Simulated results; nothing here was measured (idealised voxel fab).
process module | voxel gate over fins
cross-section cut | 210 nm wide | cells 5 nm
A cross-section is a grid of square cells, given in bands from the top down. A band is one or more rows of cells.
Each band's line starts with the height of the band's top and of its bottom, in nm. Then come its materials from left to right, each with its width in nm. One material with "throughout" fills the band from edge to edge. "air" is empty space.
Height 0 is the level under which the wafer as received is all one material. The lowest band goes on downwards, as in "0 down".
A width such as "30 to 40" changes by the same amount from each row of cells to the next, from the band's top row to its bottom row.
"no change" after a step means that no cell of the cross-section changed.
closed voids: empty space of 8 cells or more with no open way to the top, each as width x height at its distance from the left edge, in nm
after a step's settings: what the simulator itself notes on the step
overlay nm, on a step with a mask: how far to the right of its planned place the mask lay; to the left if negative
plan
1 op RECEIVE | material Si
2 op CONFORMAL_DEP | material SiN | thk nm 5
3 op DIRECTIONAL_DEP | material aC | thk nm 10
4 op PATTERN | tone cover | mask id FINS | material resist | width nm 15 | pitch nm 45 | thk nm 30 | overlay nm 0
5 op DIRECTIONAL_ETCH | etch materials aC | depth nm 10
6 op STRIP | etch materials resist
7 op DIRECTIONAL_ETCH | etch materials SiN | depth nm 5
8 op DIRECTIONAL_ETCH | etch materials Si | depth nm 35
9 op STRIP | etch materials aC
10 op OXIDIZE | depth nm 5
11 op FILL_DEP | material SiO2 | thk nm 15
12 op CMP | height nm 5
13 op SELECTIVE_ETCH | etch materials SiO2 | depth nm 20
14 op STRIP | etch materials SiN
15 op CONFORMAL_DEP | material HfO2 | thk nm 5
16 op CONFORMAL_DEP | material TiN | thk nm 5
17 op FILL_DEP | material W | thk nm 10
18 op CMP | height nm 15
19 op CONFORMAL_DEP | material SiN | thk nm 10
varied across the wafers: width nm of step 4. The plan shows the first wafer's value. All wafers start alike
first wafer as received, after step 1
  0 down: Si throughout
  closed voids: none
first wafer at the end, after step 19
  25 to 15: SiN throughout
  15 to 10: W throughout
  10 to 5: W 45 | TiN 25 | W 20 | TiN 25 | W 20 | TiN 25 | W 50
  5 to 0: W 45 | TiN 5 | HfO2 15 | TiN 5 | W 20 | TiN 5 | HfO2 15 | TiN 5 | W 20 | TiN 5 | HfO2 15 | TiN 5 | W 50
  0 to -5: W 45 | TiN 5 | HfO2 5 | Si 5 | HfO2 5 | TiN 5 | W 20 | TiN 5 | HfO2 5 | Si 5 | HfO2 5 | TiN 5 | W 20 | TiN 5 | HfO2 5 | Si 5 | HfO2 5 | TiN 5 | W 50
  -5 to -10: TiN 50 | HfO2 5 | Si 5 | HfO2 5 | TiN 30 | HfO2 5 | Si 5 | HfO2 5 | TiN 30 | HfO2 5 | Si 5 | HfO2 5 | TiN 55
  -10 to -15: HfO2 55 | Si 5 | HfO2 40 | Si 5 | HfO2 40 | Si 5 | HfO2 60
  -15 to -40: SiO2 55 | Si 5 | SiO2 40 | Si 5 | SiO2 40 | Si 5 | SiO2 60
  -40 down: Si throughout
  closed voids: none
last wafer at the end
  25 to 15: SiN throughout
  15 to 10: W throughout
  10 to 5: W 40 | TiN 40 | W 5 | TiN 40 | W 5 | TiN 40 | W 40
  5 to 0: W 40 | TiN 5 | HfO2 30 | TiN 5 | W 5 | TiN 5 | HfO2 30 | TiN 5 | W 5 | TiN 5 | HfO2 30 | TiN 5 | W 40
  0 to -5: W 40 | TiN 5 | HfO2 5 | Si 20 | HfO2 5 | TiN 5 | W 5 | TiN 5 | HfO2 5 | Si 20 | HfO2 5 | TiN 5 | W 5 | TiN 5 | HfO2 5 | Si 20 | HfO2 5 | TiN 5 | W 40
  -5 to -10: TiN 45 | HfO2 5 | Si 20 | HfO2 5 | TiN 15 | HfO2 5 | Si 20 | HfO2 5 | TiN 15 | HfO2 5 | Si 20 | HfO2 5 | TiN 45
  -10 to -15: HfO2 50 | Si 20 | HfO2 25 | Si 20 | HfO2 25 | Si 20 | HfO2 50
  -15 to -40: SiO2 50 | Si 20 | SiO2 25 | Si 20 | SiO2 25 | Si 20 | SiO2 50
  -40 down: Si throughout
  closed voids: none
each wafer at the end: cells of each material gained (+) or lost (-) since it was received, then its closed voids
width nm 15 | +60 HfO2 | -312 Si | +84 SiN | +195 SiO2 | +60 TiN | +123 W | closed voids: none
width nm 20 | +60 HfO2 | -288 Si | +84 SiN | +180 SiO2 | +60 TiN | +114 W | closed voids: none
width nm 25 | +60 HfO2 | -264 Si | +84 SiN | +165 SiO2 | +60 TiN | +105 W | closed voids: none
width nm 30 | +60 HfO2 | -240 Si | +84 SiN | +150 SiO2 | +60 TiN | +96 W | closed voids: none
